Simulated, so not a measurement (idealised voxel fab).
Module name: voxel fin reveal (process module)
The figure presents cross-section cut, which has a width of 190 nm and is divided into square cells with an edge length of 5 nm.
Bands, listed from the top down, are how a cross-section gets written in this document; the cross-section itself is a grid of square cells, and a band is one or more rows of them.
The band entry comprises the height of the band's top followed by the height of its bottom, expressed in nm, and subsequently the band's materials from left to right, each stated together with its width in nm. Where a single material is marked with the word "throughout", that material fills the band from edge to edge. The word "blank" represents empty space.
Heights are measured from 0, the level below which the as-received wafer is all one material; the lowest band has no bottom and continues downward, written as in "0 down".
It should be noted that a width expressed as "30..40" varies in equal increments from row to row of cells within the band, taking the value of the first number at the top row and that of the second number at the bottom row.
"identical to before", as given for a step, is the statement that not any cell of the cross-section underwent a change during that step.
Under "Enclosed voids" you'll find the enclosed gaps, the ones with no way out to the top, that are 8 cells or bigger; each reads width x height at distance, with distance counted from the left edge, everything in nm.
It should be noted that, on the line of a given step, the content following the step's settings is a remark produced by the simulator itself with respect to that step.
Steps that use a mask can have "overlay nm" on their line. It says how far the mask sat to the right of where it was meant to be. Negative means to the left.
Pairs follow: section before one process step, section after it down to the lowest changed band, step with settings underneath. Pairs may come from different runs of this module on the same starting wafer; continuity with the pair above only as stated in the "Before this step" entry.
## Before this step
	0 down: Si throughout
	Enclosed voids: none
## State After Step
	10 to 0: SiN throughout
	Anything lower than 0 is untouched.
	Enclosed voids: none
Name the step between the before and after sections above: CONFORMAL_DEP,material SiN,thk nm 10
Before this step: For the state before this step, see the after cross-section of the pair located directly above.
## State After Step
	20 to 10: aC throughout
	Anything lower than 10 is untouched.
	Enclosed voids: none
Name the step between the before and after sections above: DIRECTIONAL_DEP,material aC,thk nm 10
Before this step: For the state before this step, see the after cross-section of the pair located directly above.
## State After Step
	45 to 20: blank (65); resist (15); blank (25); resist (15); blank (70)
	Anything lower than 20 is untouched.
	Enclosed voids: none
Name the step between the before and after sections above: PATTERN,tone cover,mask id FINS,material resist,width nm 15,pitch nm 40,thk nm 25,overlay nm 0
Before this step: For the state before this step, see the after cross-section of the pair located directly above.
## State After Step
	35 to 20: blank (65); resist (15); blank (25); resist (15); blank (70)
	20 to 10: blank (65); aC (15); blank (25); aC (15); blank (70)
	Anything lower than 10 is untouched.
	Enclosed voids: none
Name the step between the before and after sections above: DIRECTIONAL_ETCH,etch materials aC,depth nm 10
Before this step: For the state before this step, see the after cross-section of the pair located directly above.
## State After Step
	20 to 10: blank (65); aC (15); blank (25); aC (15); blank (70)
	Anything lower than 10 is untouched.
	Enclosed voids: none
Name the step between the before and after sections above: STRIP,etch materials resist
Before this step: For the state before this step, see the after cross-section of the pair located directly above.
## State After Step
	20 to 10: blank (65); aC (15); blank (25); aC (15); blank (70)
	10 to 0: blank (65); SiN (15); blank (25); SiN (15); blank (70)
	Anything lower than 0 is untouched.
	Enclosed voids: none
Name the step between the before and after sections above: DIRECTIONAL_ETCH,etch materials SiN,depth nm 10
Before this step: For the state before this step, see the after cross-section of the pair located directly above.
## State After Step
	20 to 10: blank (65); aC (15); blank (25); aC (15); blank (70)
	10 to 0: blank (65); SiN (15); blank (25); SiN (15); blank (70)
	0 to -30: blank (65); Si (15); blank (25); Si (15); blank (70)
	Anything lower than -30 is untouched.
	Enclosed voids: none
Name the step between the before and after sections above: DIRECTIONAL_ETCH,etch materials Si,depth nm 30
Before this step: For the state before this step, see the after cross-section of the pair located directly above.
## State After Step
	10 to 0: blank (65); SiN (15); blank (25); SiN (15); blank (70)
	Anything lower than 0 is untouched.
	Enclosed voids: none
Name the step between the before and after sections above: STRIP,etch materials aC
Before this step: For the state before this step, see the after cross-section of the pair located directly above.
## State After Step
	20 to 10: SiO2 throughout
	10 to 0: SiO2 (65); SiN (15); SiO2 (25); SiN (15); SiO2 (70)
	0 to -30: SiO2 (65); Si (15); SiO2 (25); Si (15); SiO2 (70)
	Anything lower than -30 is untouched.
	Enclosed voids: none
Name the step between the before and after sections above: FILL_DEP,material SiO2,thk nm 10
Before this step: For the state before this step, see the after cross-section of the pair located directly above.
## State After Step
	10 to 0: SiO2 (65); SiN (15); SiO2 (25); SiN (15); SiO2 (70)
	Anything lower than 0 is untouched.
	Enclosed voids: none
Name the step between the before and after sections above: CMP,height nm 10
Before this step: For the state before this step, see the after cross-section of the pair located directly above.
## State After Step
	10 to 0: blank (65); SiN (15); blank (25); SiN (15); blank (70)
	0 to -10: blank (65); Si (15); blank (25); Si (15); blank (70)
	Anything lower than -10 is untouched.
	Enclosed voids: none
Name the step between the before and after sections above: SELECTIVE_ETCH,etch materials SiO2,depth nm 20
Before this step: For the state before this step, see the after cross-section of the pair located directly above.
## State After Step
	0 to -10: blank (65); Si (15); blank (25); Si (15); blank (70)
	Anything lower than -10 is untouched.
	Enclosed voids: none
Name the step between the before and after sections above: STRIP,etch materials SiN
Before this step: For the state before this step, see the after cross-section of the pair located directly above.
## State After Step
	5 to 0: blank (60); SiO2 (25); blank (15); SiO2 (25); blank (65)
	0 to -5: blank (60); SiO2 (5); Si (15); SiO2 (5); blank (15); SiO2 (5); Si (15); SiO2 (5); blank (65)
	-5 to -30: SiO2 (65); Si (15); SiO2 (25); Si (15); SiO2 (70)
	Anything lower than -30 is untouched.
	Enclosed voids: none
Name the step between the before and after sections above: CONFORMAL_DEP,material SiO2,thk nm 5
## Before this step
	20 to 10: blank (65); aC (15); blank (25); aC (15); blank (70)
	10 to 0: blank (65); SiN (15); blank (25); SiN (15); blank (70)
	0 to -30: blank (65); Si (15); blank (25); Si (15); blank (70)
	-30 down: Si throughout
	Enclosed voids: none
## State After Step
	20 to 10: blank (65); aC (15); blank (25); aC (15); blank (70)
	10 to 0: blank (65); SiN (15); blank (25); SiN (15); blank (70)
	0 to -60: blank (65); Si (15); blank (25); Si (15); blank (70)
	Anything lower than -60 is untouched.
	Enclosed voids: none
Name the step between the before and after sections above: DIRECTIONAL_ETCH,etch materials Si,depth nm 30
Before this step: For the state before this step, see the after cross-section of the pair located directly above.
## State After Step
	10 to 0: blank (65); SiN (15); blank (25); SiN (15); blank (70)
	Anything lower than 0 is untouched.
	Enclosed voids: none
Name the step between the before and after sections above: STRIP,etch materials aC
Before this step: For the state before this step, see the after cross-section of the pair located directly above.
## State After Step
	20 to 10: SiO2 throughout
	10 to 0: SiO2 (65); SiN (15); SiO2 (25); SiN (15); SiO2 (70)
	0 to -60: SiO2 (65); Si (15); SiO2 (25); Si (15); SiO2 (70)
	Anything lower than -60 is untouched.
	Enclosed voids: none
Name the step between the before and after sections above: FILL_DEP,material SiO2,thk nm 10
Before this step: For the state before this step, see the after cross-section of the pair located directly above.
## State After Step
	10 to 0: SiO2 (65); SiN (15); SiO2 (25); SiN (15); SiO2 (70)
	Anything lower than 0 is untouched.
	Enclosed voids: none
Name the step between the before and after sections above: CMP,height nm 10
Before this step: For the state before this step, see the after cross-section of the pair located directly above.
## State After Step
	10 to 0: blank (65); SiN (15); blank (25); SiN (15); blank (70)
	0 to -10: blank (65); Si (15); blank (25); Si (15); blank (70)
	Anything lower than -10 is untouched.
	Enclosed voids: none
Name the step between the before and after sections above: SELECTIVE_ETCH,etch materials SiO2,depth nm 20
Before this step: For the state before this step, see the after cross-section of the pair located directly above.
## State After Step
	0 to -10: blank (65); Si (15); blank (25); Si (15); blank (70)
	Anything lower than -10 is untouched.
	Enclosed voids: none
Name the step between the before and after sections above: STRIP,etch materials SiN
Before this step: For the state before this step, see the after cross-section of the pair located directly above.
## State After Step
	5 to 0: blank (60); SiO2 (25); blank (15); SiO2 (25); blank (65)
	0 to -5: blank (60); SiO2 (5); Si (15); SiO2 (5); blank (15); SiO2 (5); Si (15); SiO2 (5); blank (65)
	-5 to -60: SiO2 (65); Si (15); SiO2 (25); Si (15); SiO2 (70)
	Anything lower than -60 is untouched.
	Enclosed voids: none
Name the step between the before and after sections above: CONFORMAL_DEP,material SiO2,thk nm 5
## Before this step
	10 to 0: SiO2 (65); SiN (15); SiO2 (25); SiN (15); SiO2 (70)
	0 to -30: SiO2 (65); Si (15); SiO2 (25); Si (15); SiO2 (70)
	-30 down: Si throughout
	Enclosed voids: none
## State After Step
	10 to 0: SiO2 (65); blank (15); SiO2 (25); blank (15); SiO2 (70)
	Anything lower than 0 is untouched.
	Enclosed voids: none
Name the step between the before and after sections above: STRIP,etch materials SiN
Before this step: For the state before this step, see the after cross-section of the pair located directly above.
## State After Step
	0 to -10: blank (65); Si (15); blank (25); Si (15); blank (70)
	-10 to -20: SiO2 (45); blank (20); Si (15); blank (25); Si (15); blank (20); SiO2 (50)
	Anything lower than -20 is untouched.
	Enclosed voids: none
Name the step between the before and after sections above: SELECTIVE_ETCH,etch materials SiO2,depth nm 20
Before this step: For the state before this step, see the after cross-section of the pair located directly above.
## State After Step
	5 to 0: blank (60); SiO2 (25); blank (15); SiO2 (25); blank (65)
	0 to -5: blank (60); SiO2 (5); Si (15); SiO2 (5); blank (15); SiO2 (5); Si (15); SiO2 (5); blank (65)
	-5 to -15: SiO2 (50); blank (10); SiO2 (5); Si (15); SiO2 (5); blank (15); SiO2 (5); Si (15); SiO2 (5); blank (10); SiO2 (55)
	-15 to -30: SiO2 (65); Si (15); SiO2 (25); Si (15); SiO2 (70)
	Anything lower than -30 is untouched.
	Enclosed voids: none
Name the step between the before and after sections above: CONFORMAL_DEP,material SiO2,thk nm 5
## Before this step
	20 to 10: blank (65); aC (15); blank (25); aC (15); blank (70)
	10 to 0: blank (65); SiN (15); blank (25); SiN (15); blank (70)
	0 down: Si throughout
	Enclosed voids: none
## State After Step
	20 to 10: blank (65); aC (15); blank (25); aC (15); blank (70)
	10 to 0: blank (65); SiN (15); blank (25); SiN (15); blank (70)
	0 to -25: blank (65); Si (15); blank (25); Si (15); blank (70)
	Anything lower than -25 is untouched.
	Enclosed voids: none
Name the step between the before and after sections above: DIRECTIONAL_ETCH,etch materials Si,depth nm 25
Before this step: For the state before this step, see the after cross-section of the pair located directly above.
## State After Step
	10 to 0: blank (65); SiN (15); blank (25); SiN (15); blank (70)
	Anything lower than 0 is untouched.
	Enclosed voids: none
Name the step between the before and after sections above: STRIP,etch materials aC
Before this step: For the state before this step, see the after cross-section of the pair located directly above.
## State After Step
	20 to 10: SiO2 throughout
	10 to 0: SiO2 (65); SiN (15); SiO2 (25); SiN (15); SiO2 (70)
	0 to -25: SiO2 (65); Si (15); SiO2 (25); Si (15); SiO2 (70)
	Anything lower than -25 is untouched.
	Enclosed voids: none
Name the step between the before and after sections above: FILL_DEP,material SiO2,thk nm 10
Before this step: For the state before this step, see the after cross-section of the pair located directly above.
## State After Step
	10 to 0: SiO2 (65); SiN (15); SiO2 (25); SiN (15); SiO2 (70)
	Anything lower than 0 is untouched.
	Enclosed voids: none
Name the step between the before and after sections above: CMP,height nm 10
Before this step: For the state before this step, see the after cross-section of the pair located directly above.
## State After Step
	10 to 0: blank (65); SiN (15); blank (25); SiN (15); blank (70)
	0 to -10: blank (65); Si (15); blank (25); Si (15); blank (70)
	Anything lower than -10 is untouched.
	Enclosed voids: none
Name the step between the before and after sections above: SELECTIVE_ETCH,etch materials SiO2,depth nm 20
Before this step: For the state before this step, see the after cross-section of the pair located directly above.
## State After Step
	0 to -10: blank (65); Si (15); blank (25); Si (15); blank (70)
	Anything lower than -10 is untouched.
	Enclosed voids: none
Name the step between the before and after sections above: STRIP,etch materials SiN
Before this step: For the state before this step, see the after cross-section of the pair located directly above.
## State After Step
	5 to 0: blank (60); SiO2 (25); blank (15); SiO2 (25); blank (65)
	0 to -5: blank (60); SiO2 (5); Si (15); SiO2 (5); blank (15); SiO2 (5); Si (15); SiO2 (5); blank (65)
	-5 to -25: SiO2 (65); Si (15); SiO2 (25); Si (15); SiO2 (70)
	Anything lower than -25 is untouched.
	Enclosed voids: none
Name the step between the before and after sections above: CONFORMAL_DEP,material SiO2,thk nm 5
## Before this step
	20 to 10: aC throughout
	10 to 0: SiN throughout
	0 down: Si throughout
	Enclosed voids: none
## State After Step
	45 to 20: blank (65); resist (20); blank (20); resist (20); blank (65)
	Anything lower than 20 is untouched.
	Enclosed voids: none
Name the step between the before and after sections above: PATTERN,tone cover,mask id FINS,material resist,width nm 20,pitch nm 40,thk nm 25,overlay nm 0
Before this step: For the state before this step, see the after cross-section of the pair located directly above.
## State After Step
	35 to 20: blank (65); resist (20); blank (20); resist (20); blank (65)
	20 to 10: blank (65); aC (20); blank (20); aC (20); blank (65)
	Anything lower than 10 is untouched.
	Enclosed voids: none
Name the step between the before and after sections above: DIRECTIONAL_ETCH,etch materials aC,depth nm 10
Before this step: For the state before this step, see the after cross-section of the pair located directly above.
## State After Step
	20 to 10: blank (65); aC (20); blank (20); aC (20); blank (65)
	Anything lower than 10 is untouched.
	Enclosed voids: none
Name the step between the before and after sections above: STRIP,etch materials resist
Before this step: For the state before this step, see the after cross-section of the pair located directly above.
## State After Step
	20 to 10: blank (65); aC (20); blank (20); aC (20); blank (65)
	10 to 0: blank (65); SiN (20); blank (20); SiN (20); blank (65)
	Anything lower than 0 is untouched.
	Enclosed voids: none
Name the step between the before and after sections above: DIRECTIONAL_ETCH,etch materials SiN,depth nm 10
Before this step: For the state before this step, see the after cross-section of the pair located directly above.
## State After Step
	20 to 10: blank (65); aC (20); blank (20); aC (20); blank (65)
	10 to 0: blank (65); SiN (20); blank (20); SiN (20); blank (65)
	0 to -30: blank (65); Si (20); blank (20); Si (20); blank (65)
	Anything lower than -30 is untouched.
	Enclosed voids: none
Name the step between the before and after sections above: DIRECTIONAL_ETCH,etch materials Si,depth nm 30
Before this step: For the state before this step, see the after cross-section of the pair located directly above.
## State After Step
	10 to 0: blank (65); SiN (20); blank (20); SiN (20); blank (65)
	Anything lower than 0 is untouched.
	Enclosed voids: none
Name the step between the before and after sections above: STRIP,etch materials aC
Before this step: For the state before this step, see the after cross-section of the pair located directly above.
## State After Step
	20 to 10: SiO2 throughout
	10 to 0: SiO2 (65); SiN (20); SiO2 (20); SiN (20); SiO2 (65)
	0 to -30: SiO2 (65); Si (20); SiO2 (20); Si (20); SiO2 (65)
	Anything lower than -30 is untouched.
	Enclosed voids: none
Name the step between the before and after sections above: FILL_DEP,material SiO2,thk nm 10
Before this step: For the state before this step, see the after cross-section of the pair located directly above.
## State After Step
	10 to 0: SiO2 (65); SiN (20); SiO2 (20); SiN (20); SiO2 (65)
	Anything lower than 0 is untouched.
	Enclosed voids: none
Name the step between the before and after sections above: CMP,height nm 10
Before this step: For the state before this step, see the after cross-section of the pair located directly above.
## State After Step
	10 to 0: blank (65); SiN (20); blank (20); SiN (20); blank (65)
	0 to -10: blank (65); Si (20); blank (20); Si (20); blank (65)
	Anything lower than -10 is untouched.
	Enclosed voids: none
Name the step between the before and after sections above: SELECTIVE_ETCH,etch materials SiO2,depth nm 20
Before this step: For the state before this step, see the after cross-section of the pair located directly above.
## State After Step
	0 to -10: blank (65); Si (20); blank (20); Si (20); blank (65)
	Anything lower than -10 is untouched.
	Enclosed voids: none
Name the step between the before and after sections above: STRIP,etch materials SiN
Before this step: For the state before this step, see the after cross-section of the pair located directly above.
## State After Step
	5 to 0: blank (60); SiO2 (30); blank (10); SiO2 (30); blank (60)
	0 to -5: blank (60); SiO2 (5); Si (20); SiO2 (5); blank (10); SiO2 (5); Si (20); SiO2 (5); blank (60)
	-5 to -30: SiO2 (65); Si (20); SiO2 (20); Si (20); SiO2 (65)
	Anything lower than -30 is untouched.
	Enclosed voids: none
Name the step between the before and after sections above: CONFORMAL_DEP,material SiO2,thk nm 5
## Before this step
	20 to 10: aC throughout
	10 to 0: SiN throughout
	0 down: Si throughout
	Enclosed voids: none
## State After Step
	45 to 20: blank (55); resist (15); blank (25); resist (15); blank (80)
	Anything lower than 20 is untouched.
	Enclosed voids: none
Name the step between the before and after sections above: PATTERN,tone cover,mask id FINS,material resist,width nm 15,pitch nm 40,thk nm 25,overlay nm -10
Before this step: For the state before this step, see the after cross-section of the pair located directly above.
## State After Step
	35 to 20: blank (55); resist (15); blank (25); resist (15); blank (80)
	20 to 10: blank (55); aC (15); blank (25); aC (15); blank (80)
	Anything lower than 10 is untouched.
	Enclosed voids: none
Name the step between the before and after sections above: DIRECTIONAL_ETCH,etch materials aC,depth nm 10
Before this step: For the state before this step, see the after cross-section of the pair located directly above.
## State After Step
	20 to 10: blank (55); aC (15); blank (25); aC (15); blank (80)
	Anything lower than 10 is untouched.
	Enclosed voids: none
Name the step between the before and after sections above: STRIP,etch materials resist
Before this step: For the state before this step, see the after cross-section of the pair located directly above.
## State After Step
	20 to 10: blank (55); aC (15); blank (25); aC (15); blank (80)
	10 to 0: blank (55); SiN (15); blank (25); SiN (15); blank (80)
	Anything lower than 0 is untouched.
	Enclosed voids: none
Name the step between the before and after sections above: DIRECTIONAL_ETCH,etch materials SiN,depth nm 10
Before this step: For the state before this step, see the after cross-section of the pair located directly above.
## State After Step
	20 to 10: blank (55); aC (15); blank (25); aC (15); blank (80)
	10 to 0: blank (55); SiN (15); blank (25); SiN (15); blank (80)
	0 to -30: blank (55); Si (15); blank (25); Si (15); blank (80)
	Anything lower than -30 is untouched.
	Enclosed voids: none
Name the step between the before and after sections above: DIRECTIONAL_ETCH,etch materials Si,depth nm 30
Before this step: For the state before this step, see the after cross-section of the pair located directly above.
## State After Step
	10 to 0: blank (55); SiN (15); blank (25); SiN (15); blank (80)
	Anything lower than 0 is untouched.
	Enclosed voids: none
Name the step between the before and after sections above: STRIP,etch materials aC
Before this step: For the state before this step, see the after cross-section of the pair located directly above.
## State After Step
	20 to 10: SiO2 throughout
	10 to 0: SiO2 (55); SiN (15); SiO2 (25); SiN (15); SiO2 (80)
	0 to -30: SiO2 (55); Si (15); SiO2 (25); Si (15); SiO2 (80)
	Anything lower than -30 is untouched.
	Enclosed voids: none
Name the step between the before and after sections above: FILL_DEP,material SiO2,thk nm 10
Before this step: For the state before this step, see the after cross-section of the pair located directly above.
## State After Step
	10 to 0: SiO2 (55); SiN (15); SiO2 (25); SiN (15); SiO2 (80)
	Anything lower than 0 is untouched.
	Enclosed voids: none
Name the step between the before and after sections above: CMP,height nm 10
Before this step: For the state before this step, see the after cross-section of the pair located directly above.
## State After Step
	10 to 0: blank (55); SiN (15); blank (25); SiN (15); blank (80)
	0 to -10: blank (55); Si (15); blank (25); Si (15); blank (80)
	Anything lower than -10 is untouched.
	Enclosed voids: none
Name the step between the before and after sections above: SELECTIVE_ETCH,etch materials SiO2,depth nm 20
Before this step: For the state before this step, see the after cross-section of the pair located directly above.
## State After Step
	0 to -10: blank (55); Si (15); blank (25); Si (15); blank (80)
	Anything lower than -10 is untouched.
	Enclosed voids: none
Name the step between the before and after sections above: STRIP,etch materials SiN
Before this step: For the state before this step, see the after cross-section of the pair located directly above.
## State After Step
	5 to 0: blank (50); SiO2 (25); blank (15); SiO2 (25); blank (75)
	0 to -5: blank (50); SiO2 (5); Si (15); SiO2 (5); blank (15); SiO2 (5); Si (15); SiO2 (5); blank (75)
	-5 to -30: SiO2 (55); Si (15); SiO2 (25); Si (15); SiO2 (80)
	Anything lower than -30 is untouched.
	Enclosed voids: none
Name the step between the before and after sections above: CONFORMAL_DEP,material SiO2,thk nm 5
## Before this step
	0 to -10: blank (65); Si (15); blank (25); Si (15); blank (70)
	-10 to -30: SiO2 (65); Si (15); SiO2 (25); Si (15); SiO2 (70)
	-30 down: Si throughout
	Enclosed voids: none
## State After Step
	5 to 0: blank (60); aC (25); blank (15); aC (25); blank (65)
	0 to -5: blank (60); aC (5); Si (15); aC (5); blank (15); aC (5); Si (15); aC (5); blank (65)
	-5 to -10: aC (65); Si (15); aC (25); Si (15); aC (70)
	Anything lower than -10 is untouched.
	Enclosed voids: none
Name the step between the before and after sections above: CONFORMAL_DEP,material aC,thk nm 5
## Before this step
	20 to 10: aC throughout
	10 to 0: SiN throughout
	0 down: Si throughout
	Enclosed voids: none
## State After Step
	45 to 20: resist (65); blank (15); resist (25); blank (15); resist (70)
	Anything lower than 20 is untouched.
	Enclosed voids: none
Name the step between the before and after sections above: PATTERN,tone open,mask id FINS,material resist,width nm 15,pitch nm 40,thk nm 25,overlay nm 0
Before this step: For the state before this step, see the after cross-section of the pair located directly above.
## State After Step
	35 to 20: resist (65); blank (15); resist (25); blank (15); resist (70)
	20 to 10: aC (65); blank (15); aC (25); blank (15); aC (70)
	Anything lower than 10 is untouched.
	Enclosed voids: none
Name the step between the before and after sections above: DIRECTIONAL_ETCH,etch materials aC,depth nm 10
Before this step: For the state before this step, see the after cross-section of the pair located directly above.
## State After Step
	20 to 10: aC (65); blank (15); aC (25); blank (15); aC (70)
	Anything lower than 10 is untouched.
	Enclosed voids: none
Name the step between the before and after sections above: STRIP,etch materials resist
Before this step: For the state before this step, see the after cross-section of the pair located directly above.
## State After Step
	20 to 10: aC (65); blank (15); aC (25); blank (15); aC (70)
	10 to 0: SiN (65); blank (15); SiN (25); blank (15); SiN (70)
	Anything lower than 0 is untouched.
	Enclosed voids: none
Name the step between the before and after sections above: DIRECTIONAL_ETCH,etch materials SiN,depth nm 10
Before this step: For the state before this step, see the after cross-section of the pair located directly above.
## State After Step
	20 to 10: aC (65); blank (15); aC (25); blank (15); aC (70)
	10 to 0: SiN (65); blank (15); SiN (25); blank (15); SiN (70)
	0 to -30: Si (65); blank (15); Si (25); blank (15); Si (70)
	Anything lower than -30 is untouched.
	Enclosed voids: none
Name the step between the before and after sections above: DIRECTIONAL_ETCH,etch materials Si,depth nm 30
Before this step: For the state before this step, see the after cross-section of the pair located directly above.
## State After Step
	10 to 0: SiN (65); blank (15); SiN (25); blank (15); SiN (70)
	Anything lower than 0 is untouched.
	Enclosed voids: none
Name the step between the before and after sections above: STRIP,etch materials aC
Before this step: For the state before this step, see the after cross-section of the pair located directly above.
## State After Step
	20 to 10: SiO2 throughout
	10 to 0: SiN (65); SiO2 (15); SiN (25); SiO2 (15); SiN (70)
	0 to -30: Si (65); SiO2 (15); Si (25); SiO2 (15); Si (70)
	Anything lower than -30 is untouched.
	Enclosed voids: none
Name the step between the before and after sections above: FILL_DEP,material SiO2,thk nm 10
Before this step: For the state before this step, see the after cross-section of the pair located directly above.
## State After Step
	10 to 0: SiN (65); SiO2 (15); SiN (25); SiO2 (15); SiN (70)
	Anything lower than 0 is untouched.
	Enclosed voids: none
Name the step between the before and after sections above: CMP,height nm 10
Before this step: For the state before this step, see the after cross-section of the pair located directly above.
## State After Step
	10 to 0: SiN (65); blank (15); SiN (25); blank (15); SiN (70)
	0 to -10: Si (65); blank (15); Si (25); blank (15); Si (70)
	Anything lower than -10 is untouched.
	Enclosed voids: none
Name the step between the before and after sections above: SELECTIVE_ETCH,etch materials SiO2,depth nm 20
Before this step: For the state before this step, see the after cross-section of the pair located directly above.
## State After Step
	0 to -10: Si (65); blank (15); Si (25); blank (15); Si (70)
	Anything lower than -10 is untouched.
	Enclosed voids: none
Name the step between the before and after sections above: STRIP,etch materials SiN
Before this step: For the state before this step, see the after cross-section of the pair located directly above.
## State After Step
	5 to 0: SiO2 (70); blank (5); SiO2 (35); blank (5); SiO2 (75)
	0 to -5: Si (65); SiO2 (5); blank (5); SiO2 (5); Si (25); SiO2 (5); blank (5); SiO2 (5); Si (70)
	-5 to -30: Si (65); SiO2 (15); Si (25); SiO2 (15); Si (70)
	Anything lower than -30 is untouched.
	Enclosed voids: none
Name the step between the before and after sections above: CONFORMAL_DEP,material SiO2,thk nm 5
